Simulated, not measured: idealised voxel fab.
process module | voxel double patterning
cross-section cut | 250 nm wide | cells 5 nm
A cross-section is a grid of square cells, given in bands from the top down. A band is one or more rows of cells.
Each band's line starts with the height of the band's top and of its bottom, in nm. Then come its materials from left to right, each with its width in nm. One material with "throughout" fills the band from edge to edge. "air" is empty space.
Height 0 is the level under which the wafer as received is all one material. The lowest band goes on downwards, as in "0 down".
A width such as "30 to 40" changes by the same amount from each row of cells to the next, from the band's top row to its bottom row.
"no change" after a step means that no cell of the cross-section changed.
closed voids: empty space of 8 cells or more with no open way to the top, each as width x height at its distance from the left edge, in nm
after a step's settings: what the simulator itself notes on the step
overlay nm, on a step with a mask: how far to the right of its planned place the mask lay; to the left if negative
plan
1 op RECEIVE | material Si
2 op CONFORMAL_DEP | material SiN | thk nm 10
3 op DIRECTIONAL_DEP | material SiO2 | thk nm 20
4 op DIRECTIONAL_DEP | material SiCN | thk nm 10
5 op MASKED_ETCH | tone open | mask id FIRST | width nm 15 | pitch nm 50 | etch materials SiCN | depth nm 10 | overlay nm 0
6 op DIRECTIONAL_DEP | material aC | thk nm 10
7 op PATTERN | tone open | mask id SECOND | material resist | width nm 15 | pitch nm 50 | thk nm 30 | overlay nm 0
8 op DIRECTIONAL_ETCH | etch materials aC | depth nm 10
9 op STRIP | etch materials resist
10 op DIRECTIONAL_ETCH | etch materials SiCN | depth nm 10
11 op STRIP | etch materials aC
12 op DIRECTIONAL_ETCH | etch materials SiO2 | depth nm 20
13 op STRIP | etch materials SiCN
as received, after step 1
  0 down: Si throughout
  closed voids: none
first wafer at the end, as planned
  30 to 10: SiO2 65 | air 15 | SiO2 10 | air 15 | SiO2 10 | air 15 | SiO2 10 | air 15 | SiO2 10 | air 15 | SiO2 70
  10 to 0: SiN throughout
  0 down: Si throughout
  closed voids: none
second wafer at the end: like start, like plan, one mistake
  20 to 0: SiO2 65 | air 15 | SiO2 10 | air 15 | SiO2 10 | air 15 | SiO2 10 | air 15 | SiO2 10 | air 15 | SiO2 70
  0 down: Si throughout
  closed voids: none
what went wrong: step 2 was left out
at the end the second wafer has, in cells: 100 fewer of SiN
